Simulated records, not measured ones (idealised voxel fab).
Process module, titled voxel wiring stack
For reference, the cross-section in this document is cut, with width 205 nm and square cells of 5 nm.
This document writes a cross-section as a grid whose cells are square, and gives it as bands, listed from the top down; one or more rows of cells form a band.
Top height, bottom height, nm. Materials left to right, width each, nm. Single material + "all across" = fills band edge to edge. "air" = empty.
Height datum 0, below which the as-received substrate wafer is one material. Lowest band open at the bottom, running downward: "top 0, no bottom".
When a width is written as two numbers, as in "30 to 40", the first number is the width in the top row of cells of the band and the second is the width in its bottom row, and the width changes by the same amount from each row to the next.
Where the words "no alteration" appear for a step, the cross-section shows no cell changed by that step; every cell remained as before.
"Closed cavity list": empty spaces of 8 cells or more with no open way to the top, each given as width x height at distance, distance from the left edge, all in nm.
Past the settings on a step's line: simulator remark, on that step.
Among the settings permitted on a step's line is "overlay nm"; applied to a step with a mask, it specifies the extent to which the mask lay to the right of its planned position, whereas a negative figure signifies a position to the left.

[The process steps that were planned are listed below]
| 1 | RECEIVE with material Si |
| 2 | CONFORMAL_DEP with material SiO2, thk nm 10 |
| 3 | DIRECTIONAL_DEP with material TiN, thk nm 5 |
| 4 | DIRECTIONAL_DEP with material Ru, thk nm 15 |
| 5 | DIRECTIONAL_DEP with material aC, thk nm 15 |
| 6 | PATTERN with tone cover, mask id METAL_1, material resist, width nm 30, pitch nm 60, thk nm 35, overlay nm 0 |
| 7 | DIRECTIONAL_ETCH with etch materials aC, depth nm 15 |
| 8 | STRIP with etch materials resist |
| 9 | DIRECTIONAL_ETCH with etch materials Ru, depth nm 15 |
| 10 | DIRECTIONAL_ETCH with etch materials TiN, depth nm 5 |
| 11 | STRIP with etch materials aC |
| 12 | FILL_DEP with material lowk, thk nm 5 |
| 13 | CMP with height nm 30 |
| 14 | CONFORMAL_DEP with material SiCN, thk nm 5 |
| 15 | DIRECTIONAL_DEP with material lowk, thk nm 25 |
| 16 | PATTERN with tone open, mask id METAL_2, material resist, width nm 30, pitch nm 60, thk nm 20, overlay nm 0 |
| 17 | DIRECTIONAL_ETCH with etch materials lowk, depth nm 15 |
| 18 | STRIP with etch materials resist |
| 19 | PATTERN with tone open, mask id METAL_2_HOLES, material resist, width nm 15, pitch nm 60, thk nm 20, overlay nm 0 |
| 20 | DIRECTIONAL_ETCH with etch materials lowk, depth nm 10 |
| 21 | DIRECTIONAL_ETCH with etch materials SiCN, depth nm 5 |
| 22 | STRIP with etch materials resist |
| 23 | CONFORMAL_DEP with material TiN, thk nm 5 |
| 24 | FILL_DEP with material Ru, thk nm 5 |
| 25 | CMP with height nm 60 |
| 26 | CONFORMAL_DEP with material SiCN, thk nm 5 |
| 27 | DIRECTIONAL_DEP with material SiO2, thk nm 10 |
| 28 | PATTERN with tone open, mask id PLUG_2, material resist, width nm 15, pitch nm 60, thk nm 20, overlay nm 0 |
| 29 | DIRECTIONAL_ETCH with etch materials SiO2, depth nm 10 |
| 30 | DIRECTIONAL_ETCH with etch materials SiCN, depth nm 5 |
| 31 | STRIP with etch materials resist |
| 32 | CONFORMAL_DEP with material TiN, thk nm 5 |
| 33 | FILL_DEP with material W, thk nm 5 |
| 34 | CMP with height nm 75 |
| 35 | CONFORMAL_DEP with material SiN, thk nm 5 |
| 36 | DIRECTIONAL_DEP with material lowk, thk nm 20 |
| 37 | DIRECTIONAL_DEP with material aC, thk nm 15 |
| 38 | PATTERN with tone open, mask id METAL_3, material resist, width nm 30, pitch nm 60, thk nm 30, overlay nm 0 |
| 39 | DIRECTIONAL_ETCH with etch materials aC, depth nm 15 |
| 40 | STRIP with etch materials resist |
| 41 | DIRECTIONAL_ETCH with etch materials lowk, depth nm 20 |
| 42 | DIRECTIONAL_ETCH with etch materials SiN, depth nm 5 |
| 43 | STRIP with etch materials aC |
| 44 | CONFORMAL_DEP with material TiN, thk nm 5 |
| 45 | FILL_DEP with material Ru, thk nm 5 |
| 46 | CMP with height nm 100 |
| 47 | CONFORMAL_DEP with material SiN, thk nm 5 |

[The first wafer of two, processed as planned]

[Cross-section: wafer on arrival = after step 1]
- top 0, no bottom = Si all across
- Closed cavity list: none

[Cross-section of the wafer after step 2]
- top 10, bottom 0 = SiO2 all across
- Under the height 0 nothing was changed.

[Cross-section of the wafer after step 3]
- top 15, bottom 10 = TiN all across
- Under the height 10 nothing was changed.

[Cross-section of the wafer after step 4]
- top 30, bottom 15 = Ru all across
- Under the height 15 nothing was changed.

[Cross-section of the wafer after step 5]
- top 45, bottom 30 = aC all across
- Under the height 30 nothing was changed.

[Cross-section of the wafer after step 6]
- top 80, bottom 45 = air (55), resist (30), air (30), resist (30), air (60)
- Under the height 45 nothing was changed.

[Cross-section of the wafer after step 7]
- top 65, bottom 45 = air (55), resist (30), air (30), resist (30), air (60)
- top 45, bottom 30 = air (55), aC (30), air (30), aC (30), air (60)
- Under the height 30 nothing was changed.

[Cross-section of the wafer after step 8]
- top 45, bottom 30 = air (55), aC (30), air (30), aC (30), air (60)
- Under the height 30 nothing was changed.

[Cross-section of the wafer after step 9]
- top 45, bottom 30 = air (55), aC (30), air (30), aC (30), air (60)
- top 30, bottom 15 = air (55), Ru (30), air (30), Ru (30), air (60)
- Under the height 15 nothing was changed.

[Cross-section of the wafer after step 10]
- top 45, bottom 30 = air (55), aC (30), air (30), aC (30), air (60)
- top 30, bottom 15 = air (55), Ru (30), air (30), Ru (30), air (60)
- top 15, bottom 10 = air (55), TiN (30), air (30), TiN (30), air (60)
- Under the height 10 nothing was changed.

[Cross-section of the wafer after step 11]
- top 30, bottom 15 = air (55), Ru (30), air (30), Ru (30), air (60)
- Under the height 15 nothing was changed.

[Cross-section of the wafer after step 12]
- top 35, bottom 30 = lowk all across
- top 30, bottom 15 = lowk (55), Ru (30), lowk (30), Ru (30), lowk (60)
- top 15, bottom 10 = lowk (55), TiN (30), lowk (30), TiN (30), lowk (60)
- Under the height 10 nothing was changed.

[Cross-section of the wafer after step 13]
- top 30, bottom 15 = lowk (55), Ru (30), lowk (30), Ru (30), lowk (60)
- Under the height 15 nothing was changed.

[Cross-section of the wafer after step 14]
- top 35, bottom 30 = SiCN all across
- Under the height 30 nothing was changed.

[Cross-section of the wafer after step 15]
- top 60, bottom 35 = lowk all across
- Under the height 35 nothing was changed.

[Cross-section of the wafer after step 16]
- top 80, bottom 60 = resist (55), air (30), resist (30), air (30), resist (60)
- Under the height 60 nothing was changed.

[Cross-section of the wafer after step 17]
- top 80, bottom 60 = resist (55), air (30), resist (30), air (30), resist (60)
- top 60, bottom 45 = lowk (55), air (30), lowk (30), air (30), lowk (60)
- Under the height 45 nothing was changed.

[Cross-section of the wafer after step 18]
- top 60, bottom 45 = lowk (55), air (30), lowk (30), air (30), lowk (60)
- Under the height 45 nothing was changed.

[Cross-section of the wafer after step 19]
- top 80, bottom 60 = resist (55), air (15), resist (45), air (15), resist (75)
- top 60, bottom 45 = lowk (55), air (15), resist (15), lowk (30), air (15), resist (15), lowk (60)
- Under the height 45 nothing was changed.

[Cross-section of the wafer after step 20]
- top 80, bottom 60 = resist (55), air (15), resist (45), air (15), resist (75)
- top 60, bottom 45 = lowk (55), air (15), resist (15), lowk (30), air (15), resist (15), lowk (60)
- top 45, bottom 35 = lowk (55), air (15), lowk (45), air (15), lowk (75)
- Under the height 35 nothing was changed.

[Cross-section of the wafer after step 21]
- top 80, bottom 60 = resist (55), air (15), resist (45), air (15), resist (75)
- top 60, bottom 45 = lowk (55), air (15), resist (15), lowk (30), air (15), resist (15), lowk (60)
- top 45, bottom 35 = lowk (55), air (15), lowk (45), air (15), lowk (75)
- top 35, bottom 30 = SiCN (55), air (15), SiCN (45), air (15), SiCN (75)
- Under the height 30 nothing was changed.

[Cross-section of the wafer after step 22]
- top 60, bottom 45 = lowk (55), air (30), lowk (30), air (30), lowk (60)
- Under the height 45 nothing was changed.

[Cross-section of the wafer after step 23]
- top 65, bottom 60 = TiN (60), air (20), TiN (40), air (20), TiN (65)
- top 60, bottom 50 = lowk (55), TiN (5), air (20), TiN (5), lowk (30), TiN (5), air (20), TiN (5), lowk (60)
- top 50, bottom 45 = lowk (55), TiN (5), air (5), TiN (20), lowk (30), TiN (5), air (5), TiN (20), lowk (60)
- top 45, bottom 35 = lowk (55), TiN (5), air (5), TiN (5), lowk (45), TiN (5), air (5), TiN (5), lowk (75)
- top 35, bottom 30 = SiCN (55), TiN (15), SiCN (45), TiN (15), SiCN (75)
- Under the height 30 nothing was changed.

[Cross-section of the wafer after step 24]
- top 70, bottom 65 = Ru all across
- top 65, bottom 60 = TiN (60), Ru (20), TiN (40), Ru (20), TiN (65)
- top 60, bottom 50 = lowk (55), TiN (5), Ru (20), TiN (5), lowk (30), TiN (5), Ru (20), TiN (5), lowk (60)
- top 50, bottom 45 = lowk (55), TiN (5), Ru (5), TiN (20), lowk (30), TiN (5), Ru (5), TiN (20), lowk (60)
- top 45, bottom 35 = lowk (55), TiN (5), Ru (5), TiN (5), lowk (45), TiN (5), Ru (5), TiN (5), lowk (75)
- Under the height 35 nothing was changed.

[Cross-section of the wafer after step 25]
- top 60, bottom 50 = lowk (55), TiN (5), Ru (20), TiN (5), lowk (30), TiN (5), Ru (20), TiN (5), lowk (60)
- Under the height 50 nothing was changed.

[Cross-section of the wafer after step 26]
- top 65, bottom 60 = SiCN all across
- Under the height 60 nothing was changed.

[Cross-section of the wafer after step 27]
- top 75, bottom 65 = SiO2 all across
- Under the height 65 nothing was changed.

[Cross-section of the wafer after step 28]
- top 95, bottom 75 = resist (55), air (15), resist (45), air (15), resist (75)
- Under the height 75 nothing was changed.

[Cross-section of the wafer after step 29]
- top 95, bottom 75 = resist (55), air (15), resist (45), air (15), resist (75)
- top 75, bottom 65 = SiO2 (55), air (15), SiO2 (45), air (15), SiO2 (75)
- Under the height 65 nothing was changed.

[Cross-section of the wafer after step 30]
- top 95, bottom 75 = resist (55), air (15), resist (45), air (15), resist (75)
- top 75, bottom 65 = SiO2 (55), air (15), SiO2 (45), air (15), SiO2 (75)
- top 65, bottom 60 = SiCN (55), air (15), SiCN (45), air (15), SiCN (75)
- Under the height 60 nothing was changed.

[Cross-section of the wafer after step 31]
- top 75, bottom 65 = SiO2 (55), air (15), SiO2 (45), air (15), SiO2 (75)
- Under the height 65 nothing was changed.

[Cross-section of the wafer after step 32]
- top 80, bottom 75 = TiN (60), air (5), TiN (55), air (5), TiN (80)
- top 75, bottom 65 = SiO2 (55), TiN (5), air (5), TiN (5), SiO2 (45), TiN (5), air (5), TiN (5), SiO2 (75)
- top 65, bottom 60 = SiCN (55), TiN (15), SiCN (45), TiN (15), SiCN (75)
- Under the height 60 nothing was changed.

[Cross-section of the wafer after step 33]
- top 85, bottom 80 = W all across
- top 80, bottom 75 = TiN (60), W (5), TiN (55), W (5), TiN (80)
- top 75, bottom 65 = SiO2 (55), TiN (5), W (5), TiN (5), SiO2 (45), TiN (5), W (5), TiN (5), SiO2 (75)
- Under the height 65 nothing was changed.

[Cross-section of the wafer after step 34]
- top 75, bottom 65 = SiO2 (55), TiN (5), W (5), TiN (5), SiO2 (45), TiN (5), W (5), TiN (5), SiO2 (75)
- Under the height 65 nothing was changed.

[Cross-section of the wafer after step 35]
- top 80, bottom 75 = SiN all across
- Under the height 75 nothing was changed.

[Cross-section of the wafer after step 36]
- top 100, bottom 80 = lowk all across
- Under the height 80 nothing was changed.

[Cross-section of the wafer after step 37]
- top 115, bottom 100 = aC all across
- Under the height 100 nothing was changed.

[Cross-section of the wafer after step 38]
- top 145, bottom 115 = resist (55), air (30), resist (30), air (30), resist (60)
- Under the height 115 nothing was changed.

[Cross-section of the wafer after step 39]
- top 130, bottom 115 = resist (55), air (30), resist (30), air (30), resist (60)
- top 115, bottom 100 = aC (55), air (30), aC (30), air (30), aC (60)
- Under the height 100 nothing was changed.

[Cross-section of the wafer after step 40]
- top 115, bottom 100 = aC (55), air (30), aC (30), air (30), aC (60)
- Under the height 100 nothing was changed.

[Cross-section of the wafer after step 41]
- top 115, bottom 100 = aC (55), air (30), aC (30), air (30), aC (60)
- top 100, bottom 80 = lowk (55), air (30), lowk (30), air (30), lowk (60)
- Under the height 80 nothing was changed.

[Cross-section of the wafer after step 42]
- top 115, bottom 100 = aC (55), air (30), aC (30), air (30), aC (60)
- top 100, bottom 80 = lowk (55), air (30), lowk (30), air (30), lowk (60)
- top 80, bottom 75 = SiN (55), air (30), SiN (30), air (30), SiN (60)
- Under the height 75 nothing was changed.

[Cross-section of the wafer after step 43]
- top 100, bottom 80 = lowk (55), air (30), lowk (30), air (30), lowk (60)
- Under the height 80 nothing was changed.

[Cross-section of the wafer after step 44]
- top 105, bottom 100 = TiN (60), air (20), TiN (40), air (20), TiN (65)
- top 100, bottom 80 = lowk (55), TiN (5), air (20), TiN (5), lowk (30), TiN (5), air (20), TiN (5), lowk (60)
- top 80, bottom 75 = SiN (55), TiN (30), SiN (30), TiN (30), SiN (60)
- Under the height 75 nothing was changed.

[Cross-section of the wafer after step 45]
- top 110, bottom 105 = Ru all across
- top 105, bottom 100 = TiN (60), Ru (20), TiN (40), Ru (20), TiN (65)
- top 100, bottom 80 = lowk (55), TiN (5), Ru (20), TiN (5), lowk (30), TiN (5), Ru (20), TiN (5), lowk (60)
- Under the height 80 nothing was changed.

[Cross-section of the wafer after step 46]
- top 100, bottom 80 = lowk (55), TiN (5), Ru (20), TiN (5), lowk (30), TiN (5), Ru (20), TiN (5), lowk (60)
- Under the height 80 nothing was changed.

[Cross-section of the wafer after step 47]
- top 105, bottom 100 = SiN all across
- Under the height 100 nothing was changed.

[For the second wafer, take the first wafer's start and plan, then add one mistake made in running it; everything through step 18, that step included, is shared with the first]

Here is the second wafer in cross-section at the point where step 19 of the plan should have been done: no alteration

[Here is the second wafer in cross-section at the point where step 20 of the plan should have been done]
- top 50, bottom 35 = lowk (55), air (30), lowk (30), air (30), lowk (60)
- Under the height 35 nothing was changed.

[Here is the second wafer in cross-section at the point where step 21 of the plan should have been done]
- top 50, bottom 35 = lowk (55), air (30), lowk (30), air (30), lowk (60)
- top 35, bottom 30 = SiCN (55), air (30), SiCN (30), air (30), SiCN (60)
- Under the height 30 nothing was changed.

Here is the second wafer in cross-section at the point where step 22 of the plan should have been done: no alteration

[Here is the second wafer in cross-section at the point where step 23 of the plan should have been done]
- top 55, bottom 50 = TiN (60), air (20), TiN (40), air (20), TiN (65)
- top 50, bottom 35 = lowk (55), TiN (5), air (20), TiN (5), lowk (30), TiN (5), air (20), TiN (5), lowk (60)
- top 35, bottom 30 = SiCN (55), TiN (30), SiCN (30), TiN (30), SiCN (60)
- Under the height 30 nothing was changed.

[Here is the second wafer in cross-section at the point where step 24 of the plan should have been done]
- top 60, bottom 55 = Ru all across
- top 55, bottom 50 = TiN (60), Ru (20), TiN (40), Ru (20), TiN (65)
- top 50, bottom 35 = lowk (55), TiN (5), Ru (20), TiN (5), lowk (30), TiN (5), Ru (20), TiN (5), lowk (60)
- Under the height 35 nothing was changed.

Here is the second wafer in cross-section at the point where step 25 of the plan should have been done: no alteration

[Here is the second wafer in cross-section at the point where step 26 of the plan should have been done]
- top 65, bottom 60 = SiCN all across
- Under the height 60 nothing was changed.

[Here is the second wafer in cross-section at the point where step 27 of the plan should have been done]
- top 75, bottom 65 = SiO2 all across
- Under the height 65 nothing was changed.

[Here is the second wafer in cross-section at the point where step 28 of the plan should have been done]
- top 95, bottom 75 = resist (55), air (15), resist (45), air (15), resist (75)
- Under the height 75 nothing was changed.

[Here is the second wafer in cross-section at the point where step 29 of the plan should have been done]
- top 95, bottom 75 = resist (55), air (15), resist (45), air (15), resist (75)
- top 75, bottom 65 = SiO2 (55), air (15), SiO2 (45), air (15), SiO2 (75)
- Under the height 65 nothing was changed.

[Here is the second wafer in cross-section at the point where step 30 of the plan should have been done]
- top 95, bottom 75 = resist (55), air (15), resist (45), air (15), resist (75)
- top 75, bottom 65 = SiO2 (55), air (15), SiO2 (45), air (15), SiO2 (75)
- top 65, bottom 60 = SiCN (55), air (15), SiCN (45), air (15), SiCN (75)
- Under the height 60 nothing was changed.

[Here is the second wafer in cross-section at the point where step 31 of the plan should have been done]
- top 75, bottom 65 = SiO2 (55), air (15), SiO2 (45), air (15), SiO2 (75)
- Under the height 65 nothing was changed.

[Here is the second wafer in cross-section at the point where step 32 of the plan should have been done]
- top 80, bottom 75 = TiN (60), air (5), TiN (55), air (5), TiN (80)
- top 75, bottom 65 = SiO2 (55), TiN (5), air (5), TiN (5), SiO2 (45), TiN (5), air (5), TiN (5), SiO2 (75)
- top 65, bottom 60 = SiCN (55), TiN (15), SiCN (45), TiN (15), SiCN (75)
- Under the height 60 nothing was changed.

[Here is the second wafer in cross-section at the point where step 33 of the plan should have been done]
- top 85, bottom 80 = W all across
- top 80, bottom 75 = TiN (60), W (5), TiN (55), W (5), TiN (80)
- top 75, bottom 65 = SiO2 (55), TiN (5), W (5), TiN (5), SiO2 (45), TiN (5), W (5), TiN (5), SiO2 (75)
- Under the height 65 nothing was changed.

[Here is the second wafer in cross-section at the point where step 34 of the plan should have been done]
- top 75, bottom 65 = SiO2 (55), TiN (5), W (5), TiN (5), SiO2 (45), TiN (5), W (5), TiN (5), SiO2 (75)
- Under the height 65 nothing was changed.

[Here is the second wafer in cross-section at the point where step 35 of the plan should have been done]
- top 80, bottom 75 = SiN all across
- Under the height 75 nothing was changed.

[Here is the second wafer in cross-section at the point where step 36 of the plan should have been done]
- top 100, bottom 80 = lowk all across
- Under the height 80 nothing was changed.

[Here is the second wafer in cross-section at the point where step 37 of the plan should have been done]
- top 115, bottom 100 = aC all across
- Under the height 100 nothing was changed.

[Here is the second wafer in cross-section at the point where step 38 of the plan should have been done]
- top 145, bottom 115 = resist (55), air (30), resist (30), air (30), resist (60)
- Under the height 115 nothing was changed.

[Here is the second wafer in cross-section at the point where step 39 of the plan should have been done]
- top 130, bottom 115 = resist (55), air (30), resist (30), air (30), resist (60)
- top 115, bottom 100 = aC (55), air (30), aC (30), air (30), aC (60)
- Under the height 100 nothing was changed.

[Here is the second wafer in cross-section at the point where step 40 of the plan should have been done]
- top 115, bottom 100 = aC (55), air (30), aC (30), air (30), aC (60)
- Under the height 100 nothing was changed.

[Here is the second wafer in cross-section at the point where step 41 of the plan should have been done]
- top 115, bottom 100 = aC (55), air (30), aC (30), air (30), aC (60)
- top 100, bottom 80 = lowk (55), air (30), lowk (30), air (30), lowk (60)
- Under the height 80 nothing was changed.

[Here is the second wafer in cross-section at the point where step 42 of the plan should have been done]
- top 115, bottom 100 = aC (55), air (30), aC (30), air (30), aC (60)
- top 100, bottom 80 = lowk (55), air (30), lowk (30), air (30), lowk (60)
- top 80, bottom 75 = SiN (55), air (30), SiN (30), air (30), SiN (60)
- Under the height 75 nothing was changed.

[Here is the second wafer in cross-section at the point where step 43 of the plan should have been done]
- top 100, bottom 80 = lowk (55), air (30), lowk (30), air (30), lowk (60)
- Under the height 80 nothing was changed.

[Here is the second wafer in cross-section at the point where step 44 of the plan should have been done]
- top 105, bottom 100 = TiN (60), air (20), TiN (40), air (20), TiN (65)
- top 100, bottom 80 = lowk (55), TiN (5), air (20), TiN (5), lowk (30), TiN (5), air (20), TiN (5), lowk (60)
- top 80, bottom 75 = SiN (55), TiN (30), SiN (30), TiN (30), SiN (60)
- Under the height 75 nothing was changed.

[Here is the second wafer in cross-section at the point where step 45 of the plan should have been done]
- top 110, bottom 105 = Ru all across
- top 105, bottom 100 = TiN (60), Ru (20), TiN (40), Ru (20), TiN (65)
- top 100, bottom 80 = lowk (55), TiN (5), Ru (20), TiN (5), lowk (30), TiN (5), Ru (20), TiN (5), lowk (60)
- Under the height 80 nothing was changed.

[Here is the second wafer in cross-section at the point where step 46 of the plan should have been done]
- top 100, bottom 80 = lowk (55), TiN (5), Ru (20), TiN (5), lowk (30), TiN (5), Ru (20), TiN (5), lowk (60)
- Under the height 80 nothing was changed.

[Here is the second wafer in cross-section at the point where step 47 of the plan should have been done]
- top 105, bottom 100 = SiN all across
- Under the height 100 nothing was changed.
It is concluded that the wafer was processed incorrectly with respect to the plan, in that step 19 of the plan was excluded from execution and never run
The second wafer ends with more or fewer cells of some materials than the first, per final count: +51 Ru, -6 SiCN, +25 TiN, -70 lowk
